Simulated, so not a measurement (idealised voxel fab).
This section sets out a process module, namely voxel wiring stack.
Square cells of 5 nm make up the cross-section cut, whose width is 260 nm.
A cross-section is written here as square cells arranged in a grid, and it is given in bands from the top down, each band taking up one or more rows of cells.
Look at the band entry: it leads with the top's height and the bottom's height in nm. Then it lists the materials left to right, with a width in nm for each. The word "full width" on a single material says that material fills the band edge to edge. The word "air" is empty space.
Where do heights start? At 0: under that level the wafer as delivered is made of one material only. And the lowest band has no floor; it just carries on downward, as in "top 0, no bottom".
It should be noted that a width expressed as "30..40" varies in equal increments from row to row of cells within the band, taking the value of the first number at the top row and that of the second number at the bottom row.
"no alterations made" -> step changed no cross-section cell.
"Sealed internal cavities" - sealed voids, min. 8 cells, no opening to top; format: width x height at distance (distance from left edge; nm throughout).
What comes after the settings on a step's line is commentary from the simulator itself on that step.
"overlay nm" answers the question of how far to the right of plan the mask lay on a step that has a mask, and when it is negative the answer is to the left.

PROCESS STEPS (PLANNED)
- 1: RECEIVE (material Si)
- 2: CONFORMAL_DEP (material SiO2; thk nm 15)
- 3: CONFORMAL_DEP (material SiN; thk nm 5)
- 4: DIRECTIONAL_DEP (material SiO2; thk nm 20)
- 5: PATTERN (tone open; mask id METAL_1; material resist; width nm 30; pitch nm 60; thk nm 20; overlay nm 0)
- 6: DIRECTIONAL_ETCH (etch materials SiO2; depth nm 20)
- 7: DIRECTIONAL_ETCH (etch materials SiN; depth nm 5)
- 8: STRIP (etch materials resist)
- 9: CONFORMAL_DEP (material TiN; thk nm 5)
- 10: FILL_DEP (material Cu; thk nm 5)
- 11: CMP (height nm 40)
- 12: CONFORMAL_DEP (material SiCN; thk nm 5)
- 13: DIRECTIONAL_DEP (material lowk; thk nm 30)
- 14: PATTERN (tone open; mask id METAL_2_HOLES; material resist; width nm 15; pitch nm 120; thk nm 20; overlay nm 0)
- 15: DIRECTIONAL_ETCH (etch materials lowk; depth nm 30)
- 16: STRIP (etch materials resist)
- 17: DIRECTIONAL_DEP (material aC; thk nm 15)
- 18: PATTERN (tone open; mask id METAL_2; material resist; width nm 30; pitch nm 60; thk nm 35; overlay nm 0)
- 19: DIRECTIONAL_ETCH (etch materials aC; depth nm 15)
- 20: STRIP (etch materials resist)
- 21: DIRECTIONAL_ETCH (etch materials lowk; depth nm 15)
- 22: DIRECTIONAL_ETCH (etch materials SiCN; depth nm 5)
- 23: STRIP (etch materials aC)
- 24: CONFORMAL_DEP (material TiN; thk nm 5)
- 25: FILL_DEP (material Cu; thk nm 5)
- 26: CMP (height nm 75)
- 27: CONFORMAL_DEP (material SiCN; thk nm 5)
- 28: DIRECTIONAL_DEP (material SiO2; thk nm 20)
- 29: PATTERN (tone open; mask id PLUG_2; material resist; width nm 15; pitch nm 60; thk nm 15; overlay nm -15)
- 30: DIRECTIONAL_ETCH (etch materials SiO2; depth nm 20)
- 31: DIRECTIONAL_ETCH (etch materials SiCN; depth nm 5)
- 32: STRIP (etch materials resist)
- 33: CONFORMAL_DEP (material TiN; thk nm 5)
- 34: FILL_DEP (material Cu; thk nm 10)
- 35: CMP (height nm 100)
- 36: DIRECTIONAL_DEP (material TiN; thk nm 5)
- 37: DIRECTIONAL_DEP (material W; thk nm 25)
- 38: MASKED_ETCH (tone cover; mask id METAL_3; width nm 30; pitch nm 60; etch materials W; depth nm 25; overlay nm 0)
- 39: MASKED_ETCH (tone cover; mask id METAL_3; width nm 30; pitch nm 60; etch materials TiN; depth nm 5; overlay nm 0)
- 40: CONFORMAL_DEP (material SiCN; thk nm 5)
- 41: FILL_DEP (material SiO2; thk nm 10)
- 42: CMP (height nm 130)
- 43: CONFORMAL_DEP (material SiCN; thk nm 5)
- 44: DIRECTIONAL_DEP (material lowk; thk nm 20)
- 45: MASKED_ETCH (tone open; mask id PLUG_3; width nm 15; pitch nm 120; etch materials lowk; depth nm 20; overlay nm 0)
- 46: MASKED_ETCH (tone open; mask id PLUG_3; width nm 15; pitch nm 120; etch materials SiCN; depth nm 5; overlay nm 0)
- 47: EPI (material Ru; thk nm 10)
- 48: EPI (material Ru; thk nm 10)
- 49: EPI (material Ru; thk nm 5)
- 50: CONFORMAL_DEP (material SiCN; thk nm 5)
- 51: DIRECTIONAL_DEP (material SiO2; thk nm 25)
- 52: PATTERN (tone open; mask id METAL_4; material resist; width nm 30; pitch nm 60; thk nm 20; overlay nm 0)
- 53: DIRECTIONAL_ETCH (etch materials SiO2; depth nm 25)
- 54: DIRECTIONAL_ETCH (etch materials SiCN; depth nm 5)
- 55: STRIP (etch materials resist)
- 56: CONFORMAL_DEP (material TiN; thk nm 5)
- 57: FILL_DEP (material W; thk nm 5)
- 58: CMP (height nm 185)
- 59: EPI (material Ru; thk nm 5)
- 60: FILL_DEP (material SiCN; thk nm 5)
Every wafer here starts from the same state; it is the step 29 overlay nm that distinguishes them, and the value the plan gives belongs to the first wafer.

CROSS-SECTIONAL VIEW OF THE FIRST OF SEVERAL WAFERS IN THE AS-RECEIVED CONDITION, CORRESPONDING TO THE STATE FOLLOWING STEP 1
> top 0, no bottom  Si full width
> Sealed internal cavities: none

HERE IS THE CROSS-SECTION OF THE FIRST OF SEVERAL WAFERS AT THE END OF THE MODULE, AFTER ITS LAST STEP, STEP 60
> top 195, bottom 190  SiCN full width
> top 190, bottom 185  50 SiCN, 40 Ru, 20 SiCN, 40 Ru, 20 SiCN, 40 Ru, 50 SiCN
> top 185, bottom 160  55 SiO2, 5 TiN, 20 W, 5 TiN, 30 SiO2, 5 TiN, 20 W, 5 TiN, 30 SiO2, 5 TiN, 20 W, 5 TiN, 55 SiO2
> top 160, bottom 155  55 SiCN, 30 TiN, 30 SiCN, 30 TiN, 30 SiCN, 30 TiN, 55 SiCN
> top 155, bottom 135  55 lowk, 15 Ru, 105 lowk, 15 Ru, 70 lowk
> top 135, bottom 130  55 SiCN, 15 Ru, 105 SiCN, 15 Ru, 70 SiCN
> top 130, bottom 105  50 SiO2, 5 SiCN, 30 W, 5 SiCN, 20 SiO2, 5 SiCN, 30 W, 5 SiCN, 20 SiO2, 5 SiCN, 30 W, 5 SiCN, 50 SiO2
> top 105, bottom 100  55 SiCN, 30 TiN, 30 SiCN, 30 TiN, 30 SiCN, 30 TiN, 55 SiCN
> top 100, bottom 80  40 SiO2, 5 TiN, 5 Cu, 5 TiN, 45 SiO2, 5 TiN, 5 Cu, 5 TiN, 45 SiO2, 5 TiN, 5 Cu, 5 TiN, 85 SiO2
> top 80, bottom 75  40 SiCN, 15 TiN, 45 SiCN, 15 TiN, 45 SiCN, 15 TiN, 85 SiCN
> top 75, bottom 65  55 lowk, 5 TiN, 20 Cu, 5 TiN, 30 lowk, 5 TiN, 20 Cu, 5 TiN, 30 lowk, 5 TiN, 20 Cu, 5 TiN, 55 lowk
> top 65, bottom 60  55 lowk, 5 TiN, 5 Cu, 20 TiN, 30 lowk, 30 TiN, 30 lowk, 5 TiN, 5 Cu, 20 TiN, 55 lowk
> top 60, bottom 45  55 lowk, 5 TiN, 5 Cu, 5 TiN, 105 lowk, 5 TiN, 5 Cu, 5 TiN, 70 lowk
> top 45, bottom 40  55 SiCN, 15 TiN, 105 SiCN, 15 TiN, 70 SiCN
> top 40, bottom 20  55 SiO2, 5 TiN, 20 Cu, 5 TiN, 30 SiO2, 5 TiN, 20 Cu, 5 TiN, 30 SiO2, 5 TiN, 20 Cu, 5 TiN, 55 SiO2
> top 20, bottom 15  55 SiN, 30 TiN, 30 SiN, 30 TiN, 30 SiN, 30 TiN, 55 SiN
> top 15, bottom 0  SiO2 full width
> top 0, no bottom  Si full width
> Sealed internal cavities: none

CROSS-SECTIONAL DEPICTION OF THE LAST OF SEVERAL WAFERS UPON COMPLETION OF THE MODULE
> top 195, bottom 190  SiCN full width
> top 190, bottom 185  50 SiCN, 40 Ru, 20 SiCN, 40 Ru, 20 SiCN, 40 Ru, 50 SiCN
> top 185, bottom 160  55 SiO2, 5 TiN, 20 W, 5 TiN, 30 SiO2, 5 TiN, 20 W, 5 TiN, 30 SiO2, 5 TiN, 20 W, 5 TiN, 55 SiO2
> top 160, bottom 155  55 SiCN, 30 TiN, 30 SiCN, 30 TiN, 30 SiCN, 30 TiN, 55 SiCN
> top 155, bottom 135  55 lowk, 15 Ru, 105 lowk, 15 Ru, 70 lowk
> top 135, bottom 130  55 SiCN, 15 Ru, 105 SiCN, 15 Ru, 70 SiCN
> top 130, bottom 105  50 SiO2, 5 SiCN, 30 W, 5 SiCN, 20 SiO2, 5 SiCN, 30 W, 5 SiCN, 20 SiO2, 5 SiCN, 30 W, 5 SiCN, 50 SiO2
> top 105, bottom 100  55 SiCN, 30 TiN, 30 SiCN, 30 TiN, 30 SiCN, 30 TiN, 55 SiCN
> top 100, bottom 80  70 SiO2, 5 TiN, 5 Cu, 5 TiN, 45 SiO2, 5 TiN, 5 Cu, 5 TiN, 45 SiO2, 5 TiN, 5 Cu, 5 TiN, 55 SiO2
> top 80, bottom 75  70 SiCN, 15 TiN, 45 SiCN, 15 TiN, 45 SiCN, 15 TiN, 55 SiCN
> top 75, bottom 65  55 lowk, 5 TiN, 20 Cu, 5 TiN, 30 lowk, 5 TiN, 20 Cu, 5 TiN, 30 lowk, 5 TiN, 20 Cu, 5 TiN, 55 lowk
> top 65, bottom 60  55 lowk, 5 TiN, 5 Cu, 20 TiN, 30 lowk, 30 TiN, 30 lowk, 5 TiN, 5 Cu, 20 TiN, 55 lowk
> top 60, bottom 45  55 lowk, 5 TiN, 5 Cu, 5 TiN, 105 lowk, 5 TiN, 5 Cu, 5 TiN, 70 lowk
> top 45, bottom 40  55 SiCN, 15 TiN, 105 SiCN, 15 TiN, 70 SiCN
> top 40, bottom 20  55 SiO2, 5 TiN, 20 Cu, 5 TiN, 30 SiO2, 5 TiN, 20 Cu, 5 TiN, 30 SiO2, 5 TiN, 20 Cu, 5 TiN, 55 SiO2
> top 20, bottom 15  55 SiN, 30 TiN, 30 SiN, 30 TiN, 30 SiN, 30 TiN, 55 SiN
> top 15, bottom 0  SiO2 full width
> top 0, no bottom  Si full width
> Sealed internal cavities: none

END OF MODULE, BY WAFER: MATERIAL-BY-MATERIAL CELL GAIN (+) OR LOSS (-) SINCE RECEIPT, THEN CLOSED VOIDS
overlay nm -15 | +92 Cu | +54 Ru | +313 SiCN | +34 SiN | +774 SiO2 | +187 TiN | +150 W | +424 lowk | Sealed internal cavities: none
overlay nm -10 | +92 Cu | +54 Ru | +313 SiCN | +34 SiN | +774 SiO2 | +187 TiN | +150 W | +424 lowk | Sealed internal cavities: none
overlay nm -5 | +92 Cu | +54 Ru | +313 SiCN | +34 SiN | +774 SiO2 | +187 TiN | +150 W | +424 lowk | Sealed internal cavities: none
overlay nm 0 | +92 Cu | +54 Ru | +313 SiCN | +34 SiN | +774 SiO2 | +187 TiN | +150 W | +424 lowk | Sealed internal cavities: none
overlay nm 5 | +92 Cu | +54 Ru | +313 SiCN | +34 SiN | +774 SiO2 | +187 TiN | +150 W | +424 lowk | Sealed internal cavities: none
overlay nm 10 | +92 Cu | +54 Ru | +313 SiCN | +34 SiN | +774 SiO2 | +187 TiN | +150 W | +424 lowk | Sealed internal cavities: none
overlay nm 15 | +92 Cu | +54 Ru | +313 SiCN | +34 SiN | +774 SiO2 | +187 TiN | +150 W | +424 lowk | Sealed internal cavities: none
